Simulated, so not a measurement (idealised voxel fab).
The document below concerns the process module designated voxel transistor to metal.
Section shown: cut. Width: 295 nm. Cell size: 5 nm, square.
If you're reading a cross-section in this doc, picture square cells in a grid; it comes to you as bands, top ones listed first down to the bottom, and a band can be one or more rows of cells. Each band's line starts with the height of the band's top and of its bottom, in nm. Then come its materials from left to right, each with its width in nm. One material with "full width" fills the band from edge to edge. "blank" is empty space. Below 0: as-received wafer, all one material; heights counted from there. Lowest band: no bottom, goes on down, written "0..down". The notation "30 to 40" denotes a width that varies across the rows of cells in the band, beginning at the first number in the top row, finishing at the second number in the bottom row, and changing by an identical amount from each row to the next. No cell of the cross-section changed in a step that is given as "stayed the same". "Closed empty spaces" means: voids of 8 cells or more that are shut off from the top with no open way through. Written width x height at distance, distance from the left edge, in nm. after a step's settings: what the simulator itself notes on the step. The "overlay nm" setting may appear on a step's line; for a step that uses a mask, it gives how far to the right of its planned position the mask lay, and a negative value indicates the left.
These are the steps we planned for the process
| 1 | op RECEIVE | material Si |
| 2 | op OXIDIZE | depth nm 5 |
| 3 | op CONFORMAL_DEP | material SiN | thk nm 15 |
| 4 | op DIRECTIONAL_DEP | material aC | thk nm 10 |
| 5 | op PATTERN | tone cover | mask id ACTIVE | material resist | width nm 95 | pitch nm 125 | thk nm 30 | overlay nm 0 |
| 6 | op DIRECTIONAL_ETCH | etch materials aC | depth nm 10 |
| 7 | op STRIP | etch materials resist |
| 8 | op DIRECTIONAL_ETCH | etch materials SiN | depth nm 15 |
| 9 | op DIRECTIONAL_ETCH | etch materials SiO2 | depth nm 5 |
| 10 | op DIRECTIONAL_ETCH | etch materials Si | depth nm 30 |
| 11 | op STRIP | etch materials aC |
| 12 | op OXIDIZE | depth nm 5 |
| 13 | op FILL_DEP | material SiO2 | thk nm 10 |
| 14 | op CMP | height nm 15 |
| 15 | op SELECTIVE_ETCH | etch materials SiO2 | depth nm 10 |
| 16 | op STRIP | etch materials SiN |
| 17 | op SELECTIVE_ETCH | etch materials SiO2 | depth nm 5 |
| 18 | op OXIDIZE | depth nm 5 |
| 19 | op DIRECTIONAL_DEP | material polySi | thk nm 20 |
| 20 | op DIRECTIONAL_DEP | material SiCN | thk nm 10 |
| 21 | op PATTERN | tone cover | mask id GATE | material resist | width nm 15 | pitch nm 125 | thk nm 15 | overlay nm 0 |
| 22 | op DIRECTIONAL_ETCH | etch materials SiCN | depth nm 20 |
| 23 | op DIRECTIONAL_ETCH | etch materials polySi | depth nm 30 |
| 24 | op STRIP | etch materials resist |
| 25 | op CONFORMAL_DEP | material SiN | thk nm 5 |
| 26 | op DIRECTIONAL_ETCH | etch materials SiN | depth nm 5 |
| 27 | op DIRECTIONAL_ETCH | etch materials SiO2 | depth nm 5 |
| 28 | op DIRECTIONAL_ETCH | etch materials Si | depth nm 10 |
| 29 | op EPI | material SiGe | thk nm 15 |
| 30 | op FILL_DEP | material SiO2 | thk nm 5 |
| 31 | op CMP | height nm 25 |
| 32 | op DIRECTIONAL_DEP | material SiO2 | thk nm 15 |
| 33 | op MASKED_ETCH | tone open | mask id CONTACT | width nm 25 | etch materials SiO2 | depth nm 45 | overlay nm 0 |
| 34 | op CONFORMAL_DEP | material TiN | thk nm 5 |
| 35 | op FILL_DEP | material Ru | thk nm 5 |
| 36 | op CMP | height nm 40 |
| 37 | op DIRECTIONAL_DEP | material TiN | thk nm 5 |
| 38 | op DIRECTIONAL_DEP | material Ru | thk nm 15 |
| 39 | op MASKED_ETCH | tone cover | mask id METAL_1 | width nm 15 | etch materials Ru | depth nm 15 | overlay nm 0 |
| 40 | op MASKED_ETCH | tone cover | mask id METAL_1 | width nm 15 | etch materials TiN | depth nm 5 | overlay nm 0 |
| 41 | op CONFORMAL_DEP | material SiCN | thk nm 5 |
| 42 | op FILL_DEP | material lowk | thk nm 10 |
| 43 | op CMP | height nm 60 |
| 44 | op CONFORMAL_DEP | material SiN | thk nm 5 |
Run as planned: first of two wafers
Cross-section of the wafer at receipt, which is the condition after step 1
* 0..down | Si full width
* Closed empty spaces: none
Cross-section of the wafer after step 2
* 0..-5 | SiO2 full width
* Beneath the level -5, the cross-section is identical to its previous state.
Cross-section of the wafer after step 3
* 15..0 | SiN full width
* Beneath the level 0, the cross-section is identical to its previous state.
Cross-section of the wafer after step 4
* 25..15 | aC full width
* Beneath the level 15, the cross-section is identical to its previous state.
Cross-section of the wafer after step 5
* 55..25 | blank: 35  resist: 95  blank: 30  resist: 95  blank: 40
* Beneath the level 25, the cross-section is identical to its previous state.
Cross-section of the wafer after step 6
* 45..25 | blank: 35  resist: 95  blank: 30  resist: 95  blank: 40
* 25..15 | blank: 35  aC: 95  blank: 30  aC: 95  blank: 40
* Beneath the level 15, the cross-section is identical to its previous state.
Cross-section of the wafer after step 7
* 25..15 | blank: 35  aC: 95  blank: 30  aC: 95  blank: 40
* Beneath the level 15, the cross-section is identical to its previous state.
Cross-section of the wafer after step 8
* 25..15 | blank: 35  aC: 95  blank: 30  aC: 95  blank: 40
* 15..0 | blank: 35  SiN: 95  blank: 30  SiN: 95  blank: 40
* Beneath the level 0, the cross-section is identical to its previous state.
Cross-section of the wafer after step 9
* 25..15 | blank: 35  aC: 95  blank: 30  aC: 95  blank: 40
* 15..0 | blank: 35  SiN: 95  blank: 30  SiN: 95  blank: 40
* 0..-5 | blank: 35  SiO2: 95  blank: 30  SiO2: 95  blank: 40
* Beneath the level -5, the cross-section is identical to its previous state.
Cross-section of the wafer after step 10
* 25..15 | blank: 35  aC: 95  blank: 30  aC: 95  blank: 40
* 15..0 | blank: 35  SiN: 95  blank: 30  SiN: 95  blank: 40
* 0..-5 | blank: 35  SiO2: 95  blank: 30  SiO2: 95  blank: 40
* -5..-35 | blank: 35  Si: 95  blank: 30  Si: 95  blank: 40
* Beneath the level -35, the cross-section is identical to its previous state.
Cross-section of the wafer after step 11
* 15..0 | blank: 35  SiN: 95  blank: 30  SiN: 95  blank: 40
* Beneath the level 0, the cross-section is identical to its previous state.
Cross-section of the wafer after step 12
* 15..0 | blank: 35  SiN: 95  blank: 30  SiN: 95  blank: 40
* 0..-5 | blank: 35  SiO2: 95  blank: 30  SiO2: 95  blank: 40
* -5..-35 | blank: 35  SiO2: 5  Si: 85  SiO2: 5  blank: 30  SiO2: 5  Si: 85  SiO2: 5  blank: 40
* -35..-40 | SiO2: 40  Si: 85  SiO2: 40  Si: 85  SiO2: 45
* Beneath the level -40, the cross-section is identical to its previous state.
Cross-section of the wafer after step 13
* 25..15 | SiO2 full width
* 15..0 | SiO2: 35  SiN: 95  SiO2: 30  SiN: 95  SiO2: 40
* 0..-5 | SiO2 full width
* -5..-40 | SiO2: 40  Si: 85  SiO2: 40  Si: 85  SiO2: 45
* Beneath the level -40, the cross-section is identical to its previous state.
Cross-section of the wafer after step 14
* 15..0 | SiO2: 35  SiN: 95  SiO2: 30  SiN: 95  SiO2: 40
* Beneath the level 0, the cross-section is identical to its previous state.
Cross-section of the wafer after step 15
* 15..5 | blank: 35  SiN: 95  blank: 30  SiN: 95  blank: 40
* Beneath the level 5, the cross-section is identical to its previous state.
Cross-section of the wafer after step 16
* 5..0 | SiO2: 35  blank: 95  SiO2: 30  blank: 95  SiO2: 40
* Beneath the level 0, the cross-section is identical to its previous state.
Cross-section of the wafer after step 17
* 0..-5 | SiO2: 30  blank: 105  SiO2: 20  blank: 105  SiO2: 35
* Beneath the level -5, the cross-section is identical to its previous state.
Cross-section of the wafer after step 18
* 0..-5 | SiO2: 30  blank: 105  SiO2: 20  blank: 105  SiO2: 35
* -5..-10 | SiO2 full width
* Beneath the level -10, the cross-section is identical to its previous state.
Cross-section of the wafer after step 19
* 20..15 | polySi: 30  blank: 105  polySi: 20  blank: 105  polySi: 35
* 15..0 | polySi full width
* 0..-5 | SiO2: 30  polySi: 105  SiO2: 20  polySi: 105  SiO2: 35
* Beneath the level -5, the cross-section is identical to its previous state.
Cross-section of the wafer after step 20
* 30..25 | SiCN: 30  blank: 105  SiCN: 20  blank: 105  SiCN: 35
* 25..20 | SiCN full width
* 20..15 | polySi: 30  SiCN: 105  polySi: 20  SiCN: 105  polySi: 35
* Beneath the level 15, the cross-section is identical to its previous state.
Cross-section of the wafer after step 21
* 45..30 | blank: 75  resist: 15  blank: 110  resist: 15  blank: 80
* 30..25 | SiCN: 30  blank: 45  resist: 15  blank: 45  SiCN: 20  blank: 45  resist: 15  blank: 45  SiCN: 35
* Beneath the level 25, the cross-section is identical to its previous state.
Cross-section of the wafer after step 22
* 45..25 | blank: 75  resist: 15  blank: 110  resist: 15  blank: 80
* 25..20 | blank: 75  SiCN: 15  blank: 110  SiCN: 15  blank: 80
* 20..15 | polySi: 30  blank: 45  SiCN: 15  blank: 45  polySi: 20  blank: 45  SiCN: 15  blank: 45  polySi: 35
* Beneath the level 15, the cross-section is identical to its previous state.
Cross-section of the wafer after step 23
* 45..25 | blank: 75  resist: 15  blank: 110  resist: 15  blank: 80
* 25..15 | blank: 75  SiCN: 15  blank: 110  SiCN: 15  blank: 80
* 15..0 | blank: 75  polySi: 15  blank: 110  polySi: 15  blank: 80
* 0..-5 | SiO2: 30  blank: 45  polySi: 15  blank: 45  SiO2: 20  blank: 45  polySi: 15  blank: 45  SiO2: 35
* Beneath the level -5, the cross-section is identical to its previous state.
Cross-section of the wafer after step 24
* 25..15 | blank: 75  SiCN: 15  blank: 110  SiCN: 15  blank: 80
* Beneath the level 15, the cross-section is identical to its previous state.
Cross-section of the wafer after step 25
* 30..25 | blank: 70  SiN: 25  blank: 100  SiN: 25  blank: 75
* 25..15 | blank: 70  SiN: 5  SiCN: 15  SiN: 5  blank: 100  SiN: 5  SiCN: 15  SiN: 5  blank: 75
* 15..5 | blank: 70  SiN: 5  polySi: 15  SiN: 5  blank: 100  SiN: 5  polySi: 15  SiN: 5  blank: 75
* 5..0 | SiN: 35  blank: 35  SiN: 5  polySi: 15  SiN: 5  blank: 35  SiN: 30  blank: 35  SiN: 5  polySi: 15  SiN: 5  blank: 35  SiN: 40
* 0..-5 | SiO2: 30  SiN: 45  polySi: 15  SiN: 45  SiO2: 20  SiN: 45  polySi: 15  SiN: 45  SiO2: 35
* Beneath the level -5, the cross-section is identical to its previous state.
Cross-section of the wafer after step 26
* 25..15 | blank: 70  SiN: 5  SiCN: 15  SiN: 5  blank: 100  SiN: 5  SiCN: 15  SiN: 5  blank: 75
* 15..0 | blank: 70  SiN: 5  polySi: 15  SiN: 5  blank: 100  SiN: 5  polySi: 15  SiN: 5  blank: 75
* 0..-5 | SiO2: 30  SiN: 5  blank: 35  SiN: 5  polySi: 15  SiN: 5  blank: 35  SiN: 5  SiO2: 20  SiN: 5  blank: 35  SiN: 5  polySi: 15  SiN: 5  blank: 35  SiN: 5  SiO2: 35
* Beneath the level -5, the cross-section is identical to its previous state.
Cross-section of the wafer after step 27
* 25..15 | blank: 70  SiN: 5  SiCN: 15  SiN: 5  blank: 100  SiN: 5  SiCN: 15  SiN: 5  blank: 75
* 15..0 | blank: 70  SiN: 5  polySi: 15  SiN: 5  blank: 100  SiN: 5  polySi: 15  SiN: 5  blank: 75
* 0..-5 | blank: 30  SiN: 5  blank: 35  SiN: 5  polySi: 15  SiN: 5  blank: 35  SiN: 5  blank: 20  SiN: 5  blank: 35  SiN: 5  polySi: 15  SiN: 5  blank: 35  SiN: 5  blank: 35
* -5..-10 | SiO2: 35  blank: 35  SiO2: 25  blank: 35  SiO2: 30  blank: 35  SiO2: 25  blank: 35  SiO2: 40
* Beneath the level -10, the cross-section is identical to its previous state.
Cross-section of the wafer after step 28
* 25..15 | blank: 70  SiN: 5  SiCN: 15  SiN: 5  blank: 100  SiN: 5  SiCN: 15  SiN: 5  blank: 75
* 15..0 | blank: 70  SiN: 5  polySi: 15  SiN: 5  blank: 100  SiN: 5  polySi: 15  SiN: 5  blank: 75
* 0..-5 | blank: 30  SiN: 5  blank: 35  SiN: 5  polySi: 15  SiN: 5  blank: 35  SiN: 5  blank: 20  SiN: 5  blank: 35  SiN: 5  polySi: 15  SiN: 5  blank: 35  SiN: 5  blank: 35
* -5..-10 | SiO2: 35  blank: 35  SiO2: 25  blank: 35  SiO2: 30  blank: 35  SiO2: 25  blank: 35  SiO2: 40
* -10..-20 | SiO2: 40  blank: 30  Si: 25  blank: 30  SiO2: 40  blank: 30  Si: 25  blank: 30  SiO2: 45
* Beneath the level -20, the cross-section is identical to its previous state.
Cross-section of the wafer after step 29
* 25..15 | blank: 70  SiN: 5  SiCN: 15  SiN: 5  blank: 100  SiN: 5  SiCN: 15  SiN: 5  blank: 75
* 15..5 | blank: 70  SiN: 5  polySi: 15  SiN: 5  blank: 100  SiN: 5  polySi: 15  SiN: 5  blank: 75
* 5..0 | blank: 55  SiGe: 15  SiN: 5  polySi: 15  SiN: 5  SiGe: 15  blank: 70  SiGe: 15  SiN: 5  polySi: 15  SiN: 5  SiGe: 15  blank: 60
* 0..-5 | blank: 30  SiN: 5  blank: 20  SiGe: 15  SiN: 5  polySi: 15  SiN: 5  SiGe: 15  blank: 20  SiN: 5  blank: 20  SiN: 5  blank: 20  SiGe: 15  SiN: 5  polySi: 15  SiN: 5  SiGe: 15  blank: 20  SiN: 5  blank: 35
* -5..-10 | SiO2: 35  SiGe: 35  SiO2: 25  SiGe: 35  SiO2: 30  SiGe: 35  SiO2: 25  SiGe: 35  SiO2: 40
* -10..-20 | SiO2: 40  SiGe: 30  Si: 25  SiGe: 30  SiO2: 40  SiGe: 30  Si: 25  SiGe: 30  SiO2: 45
* Beneath the level -20, the cross-section is identical to its previous state.
Cross-section of the wafer after step 30
* 30..25 | SiO2 full width
* 25..15 | SiO2: 70  SiN: 5  SiCN: 15  SiN: 5  SiO2: 100  SiN: 5  SiCN: 15  SiN: 5  SiO2: 75
* 15..5 | SiO2: 70  SiN: 5  polySi: 15  SiN: 5  SiO2: 100  SiN: 5  polySi: 15  SiN: 5  SiO2: 75
* 5..0 | SiO2: 55  SiGe: 15  SiN: 5  polySi: 15  SiN: 5  SiGe: 15  SiO2: 70  SiGe: 15  SiN: 5  polySi: 15  SiN: 5  SiGe: 15  SiO2: 60
* 0..-5 | SiO2: 30  SiN: 5  SiO2: 20  SiGe: 15  SiN: 5  polySi: 15  SiN: 5  SiGe: 15  SiO2: 20  SiN: 5  SiO2: 20  SiN: 5  SiO2: 20  SiGe: 15  SiN: 5  polySi: 15  SiN: 5  SiGe: 15  SiO2: 20  SiN: 5  SiO2: 35
* Beneath the level -5, the cross-section is identical to its previous state.
Cross-section of the wafer after step 31
* 25..15 | SiO2: 70  SiN: 5  SiCN: 15  SiN: 5  SiO2: 100  SiN: 5  SiCN: 15  SiN: 5  SiO2: 75
* Beneath the level 15, the cross-section is identical to its previous state.
Cross-section of the wafer after step 32
* 40..25 | SiO2 full width
* Beneath the level 25, the cross-section is identical to its previous state.
Cross-section of the wafer after step 33
* 40..25 | SiO2: 45  blank: 25  SiO2: 25  blank: 25  SiO2: 50  blank: 25  SiO2: 25  blank: 25  SiO2: 50
* 25..15 | SiO2: 45  blank: 25  SiN: 5  SiCN: 15  SiN: 5  blank: 25  SiO2: 50  blank: 25  SiN: 5  SiCN: 15  SiN: 5  blank: 25  SiO2: 50
* 15..5 | SiO2: 45  blank: 25  SiN: 5  polySi: 15  SiN: 5  blank: 25  SiO2: 50  blank: 25  SiN: 5  polySi: 15  SiN: 5  blank: 25  SiO2: 50
* 5..0 | SiO2: 45  blank: 10  SiGe: 15  SiN: 5  polySi: 15  SiN: 5  SiGe: 15  blank: 10  SiO2: 50  blank: 10  SiGe: 15  SiN: 5  polySi: 15  SiN: 5  SiGe: 15  blank: 10  SiO2: 50
* 0..-5 | SiO2: 30  SiN: 5  SiO2: 10  blank: 10  SiGe: 15  SiN: 5  polySi: 15  SiN: 5  SiGe: 15  blank: 10  SiO2: 10  SiN: 5  SiO2: 20  SiN: 5  SiO2: 10  blank: 10  SiGe: 15  SiN: 5  polySi: 15  SiN: 5  SiGe: 15  blank: 10  SiO2: 10  SiN: 5  SiO2: 35
* Beneath the level -5, the cross-section is identical to its previous state.
Cross-section of the wafer after step 34
* 45..40 | TiN: 50  blank: 15  TiN: 35  blank: 15  TiN: 60  blank: 15  TiN: 35  blank: 15  TiN: 55
* 40..25 | SiO2: 45  TiN: 5  blank: 15  TiN: 5  SiO2: 25  TiN: 5  blank: 15  TiN: 5  SiO2: 50  TiN: 5  blank: 15  TiN: 5  SiO2: 25  TiN: 5  blank: 15  TiN: 5  SiO2: 50
* 25..15 | SiO2: 45  TiN: 5  blank: 15  TiN: 5  SiN: 5  SiCN: 15  SiN: 5  TiN: 5  blank: 15  TiN: 5  SiO2: 50  TiN: 5  blank: 15  TiN: 5  SiN: 5  SiCN: 15  SiN: 5  TiN: 5  blank: 15  TiN: 5  SiO2: 50
* 15..10 | SiO2: 45  TiN: 5  blank: 15  TiN: 5  SiN: 5  polySi: 15  SiN: 5  TiN: 5  blank: 15  TiN: 5  SiO2: 50  TiN: 5  blank: 15  TiN: 5  SiN: 5  polySi: 15  SiN: 5  TiN: 5  blank: 15  TiN: 5  SiO2: 50
* 10..5 | SiO2: 45  TiN: 25  SiN: 5  polySi: 15  SiN: 5  TiN: 25  SiO2: 50  TiN: 25  SiN: 5  polySi: 15  SiN: 5  TiN: 25  SiO2: 50
* 5..0 | SiO2: 45  TiN: 10  SiGe: 15  SiN: 5  polySi: 15  SiN: 5  SiGe: 15  TiN: 10  SiO2: 50  TiN: 10  SiGe: 15  SiN: 5  polySi: 15  SiN: 5  SiGe: 15  TiN: 10  SiO2: 50
* 0..-5 | SiO2: 30  SiN: 5  SiO2: 10  TiN: 10  SiGe: 15  SiN: 5  polySi: 15  SiN: 5  SiGe: 15  TiN: 10  SiO2: 10  SiN: 5  SiO2: 20  SiN: 5  SiO2: 10  TiN: 10  SiGe: 15  SiN: 5  polySi: 15  SiN: 5  SiGe: 15  TiN: 10  SiO2: 10  SiN: 5  SiO2: 35
* Beneath the level -5, the cross-section is identical to its previous state.
Cross-section of the wafer after step 35
* 50..45 | Ru full width
* 45..40 | TiN: 50  Ru: 15  TiN: 35  Ru: 15  TiN: 60  Ru: 15  TiN: 35  Ru: 15  TiN: 55
* 40..25 | SiO2: 45  TiN: 5  Ru: 15  TiN: 5  SiO2: 25  TiN: 5  Ru: 15  TiN: 5  SiO2: 50  TiN: 5  Ru: 15  TiN: 5  SiO2: 25  TiN: 5  Ru: 15  TiN: 5  SiO2: 50
* 25..15 | SiO2: 45  TiN: 5  Ru: 15  TiN: 5  SiN: 5  SiCN: 15  SiN: 5  TiN: 5  Ru: 15  TiN: 5  SiO2: 50  TiN: 5  Ru: 15  TiN: 5  SiN: 5  SiCN: 15  SiN: 5  TiN: 5  Ru: 15  TiN: 5  SiO2: 50
* 15..10 | SiO2: 45  TiN: 5  Ru: 15  TiN: 5  SiN: 5  polySi: 15  SiN: 5  TiN: 5  Ru: 15  TiN: 5  SiO2: 50  TiN: 5  Ru: 15  TiN: 5  SiN: 5  polySi: 15  SiN: 5  TiN: 5  Ru: 15  TiN: 5  SiO2: 50
* Beneath the level 10, the cross-section is identical to its previous state.
Cross-section of the wafer after step 36
* 40..25 | SiO2: 45  TiN: 5  Ru: 15  TiN: 5  SiO2: 25  TiN: 5  Ru: 15  TiN: 5  SiO2: 50  TiN: 5  Ru: 15  TiN: 5  SiO2: 25  TiN: 5  Ru: 15  TiN: 5  SiO2: 50
* Beneath the level 25, the cross-section is identical to its previous state.
Cross-section of the wafer after step 37
* 45..40 | TiN full width
* Beneath the level 40, the cross-section is identical to its previous state.
Cross-section of the wafer after step 38
* 60..45 | Ru full width
* Beneath the level 45, the cross-section is identical to its previous state.
Cross-section of the wafer after step 39
* 60..45 | blank: 45  Ru: 15  blank: 45  Ru: 15  blank: 50  Ru: 15  blank: 45  Ru: 15  blank: 50
* Beneath the level 45, the cross-section is identical to its previous state.
Cross-section of the wafer after step 40
* 60..45 | blank: 45  Ru: 15  blank: 45  Ru: 15  blank: 50  Ru: 15  blank: 45  Ru: 15  blank: 50
* 45..40 | blank: 45  TiN: 15  blank: 45  TiN: 15  blank: 50  TiN: 15  blank: 45  TiN: 15  blank: 50
* Beneath the level 40, the cross-section is identical to its previous state.
Cross-section of the wafer after step 41
* 65..60 | blank: 40  SiCN: 25  blank: 35  SiCN: 25  blank: 40  SiCN: 25  blank: 35  SiCN: 25  blank: 45
* 60..45 | blank: 40  SiCN: 5  Ru: 15  SiCN: 5  blank: 35  SiCN: 5  Ru: 15  SiCN: 5  blank: 40  SiCN: 5  Ru: 15  SiCN: 5  blank: 35  SiCN: 5  Ru: 15  SiCN: 5  blank: 45
* 45..40 | SiCN: 45  TiN: 15  SiCN: 45  TiN: 15  SiCN: 50  TiN: 15  SiCN: 45  TiN: 15  SiCN: 50
* Beneath the level 40, the cross-section is identical to its previous state.
Cross-section of the wafer after step 42
* 75..65 | lowk full width
* 65..60 | lowk: 40  SiCN: 25  lowk: 35  SiCN: 25  lowk: 40  SiCN: 25  lowk: 35  SiCN: 25  lowk: 45
* 60..45 | lowk: 40  SiCN: 5  Ru: 15  SiCN: 5  lowk: 35  SiCN: 5  Ru: 15  SiCN: 5  lowk: 40  SiCN: 5  Ru: 15  SiCN: 5  lowk: 35  SiCN: 5  Ru: 15  SiCN: 5  lowk: 45
* Beneath the level 45, the cross-section is identical to its previous state.
Cross-section of the wafer after step 43
* 60..45 | lowk: 40  SiCN: 5  Ru: 15  SiCN: 5  lowk: 35  SiCN: 5  Ru: 15  SiCN: 5  lowk: 40  SiCN: 5  Ru: 15  SiCN: 5  lowk: 35  SiCN: 5  Ru: 15  SiCN: 5  lowk: 45
* Beneath the level 45, the cross-section is identical to its previous state.
Cross-section of the wafer after step 44
* 65..60 | SiN full width
* Beneath the level 60, the cross-section is identical to its previous state.
Second of two: same start, same plan, one run error; steps up to and including 36 match the first
Second wafer profile in section, at the moment step 37 of the plan was meant to be complete
* 55..40 | Ru full width
* Beneath the level 40, the cross-section is identical to its previous state.
Second wafer profile in section, at the moment step 38 of the plan was meant to be complete
* 60..55 | TiN full width
* Beneath the level 55, the cross-section is identical to its previous state.
Second wafer profile in section, at the moment step 39 of the plan was meant to be complete: stayed the same
Second wafer profile in section, at the moment step 40 of the plan was meant to be complete
* 60..55 | blank: 45  TiN: 15  blank: 45  TiN: 15  blank: 50  TiN: 15  blank: 45  TiN: 15  blank: 50
* Beneath the level 55, the cross-section is identical to its previous state.
Second wafer profile in section, at the moment step 41 of the plan was meant to be complete
* 65..60 | blank: 40  SiCN: 25  blank: 35  SiCN: 25  blank: 40  SiCN: 25  blank: 35  SiCN: 25  blank: 45
* 60..55 | SiCN: 45  TiN: 15  SiCN: 45  TiN: 15  SiCN: 50  TiN: 15  SiCN: 45  TiN: 15  SiCN: 50
* Beneath the level 55, the cross-section is identical to its previous state.
Second wafer profile in section, at the moment step 42 of the plan was meant to be complete
* 75..65 | lowk full width
* 65..60 | lowk: 40  SiCN: 25  lowk: 35  SiCN: 25  lowk: 40  SiCN: 25  lowk: 35  SiCN: 25  lowk: 45
* Beneath the level 60, the cross-section is identical to its previous state.
Second wafer profile in section, at the moment step 43 of the plan was meant to be complete
* 60..55 | SiCN: 45  TiN: 15  SiCN: 45  TiN: 15  SiCN: 50  TiN: 15  SiCN: 45  TiN: 15  SiCN: 50
* Beneath the level 55, the cross-section is identical to its previous state.
Second wafer profile in section, at the moment step 44 of the plan was meant to be complete
* 65..60 | SiN full width
* Beneath the level 60, the cross-section is identical to its previous state.
Here's what went sideways: contrary to the plan, steps 37 and 38 were processed in exchanged order
Looking at both finished wafers in cells, the second ends up ahead of or behind the first on some materials: Ru: 141 more, SiCN: 24 fewer, lowk: 117 fewer
